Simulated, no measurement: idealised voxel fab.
The following process module bears the name voxel spacer lines.
Cross-section cut: width 245 nm, square cells of 5 nm.
A cross-section in this document is a grid of square cells, and it is written down as bands, the top band listed before the ones below it; a band is made up of one or more rows of cells.
What a band's entry tells you: where the top is and where the bottom is, as heights in nm, and after that what lies inside, material by material from left to right, each with its width in nm. Empty space is written as the word "air", and a single material marked with the word "full width" occupies the band from edge to edge.
We count height from 0. Below that, the starting wafer is all one material. The lowest band never ends at the bottom but goes on down; see "top 0, no bottom" for how that is written.
Quick explanation for "30..40": the width changes in equal steps down the rows of cells, from the first number in the band's top row to the second number in its bottom row.
Key: "nothing different" - step with no changed cell in the cross-section.
The label "Closed cavity list" introduces a list of the empty spaces, 8 cells or larger, that have no open way up to the top; each entry in it reads width x height at distance, where the distance is taken from the left edge and all three are stated in nm.
Formally, on a step line, whatever follows the settings is a remark that the simulator itself makes on the step.
overlay nm: step with mask; distance mask lay right of planned place; negative value = left of planned place.

# The following list gives the planned process steps
1: RECEIVE [material Si]
2: CONFORMAL_DEP [material Al2O3] [thk nm 5]
3: DIRECTIONAL_DEP [material TiN] [thk nm 10]
4: DIRECTIONAL_DEP [material aC] [thk nm 25]
5: PATTERN [tone cover] [mask id MANDREL] [material resist] [width nm 20] [pitch nm 60] [thk nm 30] [overlay nm 0]
6: DIRECTIONAL_ETCH [etch materials aC] [depth nm 25]
7: STRIP [etch materials resist]
8: CONFORMAL_DEP [material SiO2] [thk nm 10]
9: DIRECTIONAL_ETCH [etch materials SiO2] [depth nm 10]
10: STRIP [etch materials aC]
11: DIRECTIONAL_ETCH [etch materials TiN] [depth nm 10]
12: STRIP [etch materials SiO2]
13: FILL_DEP [material lowk] [thk nm 5]
14: CMP [height nm 15]

# First of two wafers - as planned

# As received (post step 1): cross-section
  top 0, no bottom = Si full width
  Closed cavity list: none

# How the wafer stands in section after step 2
  top 5, bottom 0 = Al2O3 full width
  Everything under 0 stays put, no change at all.

# How the wafer stands in section after step 3
  top 15, bottom 5 = TiN full width
  Everything under 5 stays put, no change at all.

# How the wafer stands in section after step 4
  top 40, bottom 15 = aC full width
  Everything under 15 stays put, no change at all.

# How the wafer stands in section after step 5
  top 70, bottom 40 = air 80 nm; resist 20 nm; air 40 nm; resist 20 nm; air 85 nm
  Everything under 40 stays put, no change at all.

# How the wafer stands in section after step 6
  top 45, bottom 40 = air 80 nm; resist 20 nm; air 40 nm; resist 20 nm; air 85 nm
  top 40, bottom 15 = air 80 nm; aC 20 nm; air 40 nm; aC 20 nm; air 85 nm
  Everything under 15 stays put, no change at all.

# How the wafer stands in section after step 7
  top 40, bottom 15 = air 80 nm; aC 20 nm; air 40 nm; aC 20 nm; air 85 nm
  Everything under 15 stays put, no change at all.

# How the wafer stands in section after step 8
  top 50, bottom 40 = air 70 nm; SiO2 40 nm; air 20 nm; SiO2 40 nm; air 75 nm
  top 40, bottom 25 = air 70 nm; SiO2 10 nm; aC 20 nm; SiO2 10 nm; air 20 nm; SiO2 10 nm; aC 20 nm; SiO2 10 nm; air 75 nm
  top 25, bottom 15 = SiO2 80 nm; aC 20 nm; SiO2 40 nm; aC 20 nm; SiO2 85 nm
  Everything under 15 stays put, no change at all.

# How the wafer stands in section after step 9
  top 40, bottom 15 = air 70 nm; SiO2 10 nm; aC 20 nm; SiO2 10 nm; air 20 nm; SiO2 10 nm; aC 20 nm; SiO2 10 nm; air 75 nm
  Everything under 15 stays put, no change at all.

# How the wafer stands in section after step 10
  top 40, bottom 15 = air 70 nm; SiO2 10 nm; air 20 nm; SiO2 10 nm; air 20 nm; SiO2 10 nm; air 20 nm; SiO2 10 nm; air 75 nm
  Everything under 15 stays put, no change at all.

# How the wafer stands in section after step 11
  top 40, bottom 15 = air 70 nm; SiO2 10 nm; air 20 nm; SiO2 10 nm; air 20 nm; SiO2 10 nm; air 20 nm; SiO2 10 nm; air 75 nm
  top 15, bottom 5 = air 70 nm; TiN 10 nm; air 20 nm; TiN 10 nm; air 20 nm; TiN 10 nm; air 20 nm; TiN 10 nm; air 75 nm
  Everything under 5 stays put, no change at all.

# How the wafer stands in section after step 12
  top 15, bottom 5 = air 70 nm; TiN 10 nm; air 20 nm; TiN 10 nm; air 20 nm; TiN 10 nm; air 20 nm; TiN 10 nm; air 75 nm
  Everything under 5 stays put, no change at all.

# How the wafer stands in section after step 13
  top 20, bottom 15 = lowk full width
  top 15, bottom 5 = lowk 70 nm; TiN 10 nm; lowk 20 nm; TiN 10 nm; lowk 20 nm; TiN 10 nm; lowk 20 nm; TiN 10 nm; lowk 75 nm
  Everything under 5 stays put, no change at all.

# How the wafer stands in section after step 14
  top 15, bottom 5 = lowk 70 nm; TiN 10 nm; lowk 20 nm; TiN 10 nm; lowk 20 nm; TiN 10 nm; lowk 20 nm; TiN 10 nm; lowk 75 nm
  Everything under 5 stays put, no change at all.

# Now the other wafer: same start, same recipe, but we messed up one thing when running it. Up to and including step 1 it's the same as the first one

Planned end of step 2: second wafer, cross-section: nothing different

# Planned end of step 3: second wafer, cross-section
  top 10, bottom 0 = TiN full width
  Everything under 0 stays put, no change at all.

# Planned end of step 4: second wafer, cross-section
  top 35, bottom 10 = aC full width
  Everything under 10 stays put, no change at all.

# Planned end of step 5: second wafer, cross-section
  top 65, bottom 35 = air 80 nm; resist 20 nm; air 40 nm; resist 20 nm; air 85 nm
  Everything under 35 stays put, no change at all.

# Planned end of step 6: second wafer, cross-section
  top 40, bottom 35 = air 80 nm; resist 20 nm; air 40 nm; resist 20 nm; air 85 nm
  top 35, bottom 10 = air 80 nm; aC 20 nm; air 40 nm; aC 20 nm; air 85 nm
  Everything under 10 stays put, no change at all.

# Planned end of step 7: second wafer, cross-section
  top 35, bottom 10 = air 80 nm; aC 20 nm; air 40 nm; aC 20 nm; air 85 nm
  Everything under 10 stays put, no change at all.

# Planned end of step 8: second wafer, cross-section
  top 45, bottom 35 = air 70 nm; SiO2 40 nm; air 20 nm; SiO2 40 nm; air 75 nm
  top 35, bottom 20 = air 70 nm; SiO2 10 nm; aC 20 nm; SiO2 10 nm; air 20 nm; SiO2 10 nm; aC 20 nm; SiO2 10 nm; air 75 nm
  top 20, bottom 10 = SiO2 80 nm; aC 20 nm; SiO2 40 nm; aC 20 nm; SiO2 85 nm
  Everything under 10 stays put, no change at all.

# Planned end of step 9: second wafer, cross-section
  top 35, bottom 10 = air 70 nm; SiO2 10 nm; aC 20 nm; SiO2 10 nm; air 20 nm; SiO2 10 nm; aC 20 nm; SiO2 10 nm; air 75 nm
  Everything under 10 stays put, no change at all.

# Planned end of step 10: second wafer, cross-section
  top 35, bottom 10 = air 70 nm; SiO2 10 nm; air 20 nm; SiO2 10 nm; air 20 nm; SiO2 10 nm; air 20 nm; SiO2 10 nm; air 75 nm
  Everything under 10 stays put, no change at all.

# Planned end of step 11: second wafer, cross-section
  top 35, bottom 10 = air 70 nm; SiO2 10 nm; air 20 nm; SiO2 10 nm; air 20 nm; SiO2 10 nm; air 20 nm; SiO2 10 nm; air 75 nm
  top 10, bottom 0 = air 70 nm; TiN 10 nm; air 20 nm; TiN 10 nm; air 20 nm; TiN 10 nm; air 20 nm; TiN 10 nm; air 75 nm
  Everything under 0 stays put, no change at all.

# Planned end of step 12: second wafer, cross-section
  top 10, bottom 0 = air 70 nm; TiN 10 nm; air 20 nm; TiN 10 nm; air 20 nm; TiN 10 nm; air 20 nm; TiN 10 nm; air 75 nm
  Everything under 0 stays put, no change at all.

# Planned end of step 13: second wafer, cross-section
  top 15, bottom 10 = lowk full width
  top 10, bottom 0 = lowk 70 nm; TiN 10 nm; lowk 20 nm; TiN 10 nm; lowk 20 nm; TiN 10 nm; lowk 20 nm; TiN 10 nm; lowk 75 nm
  Everything under 0 stays put, no change at all.

Planned end of step 14: second wafer, cross-section: nothing different
What was the processing mistake? plan step 2 was not performed, having been skipped
The second wafer ends with more or fewer cells of some materials than the first, per final count: Al2O3: 49 fewer, lowk: 49 more
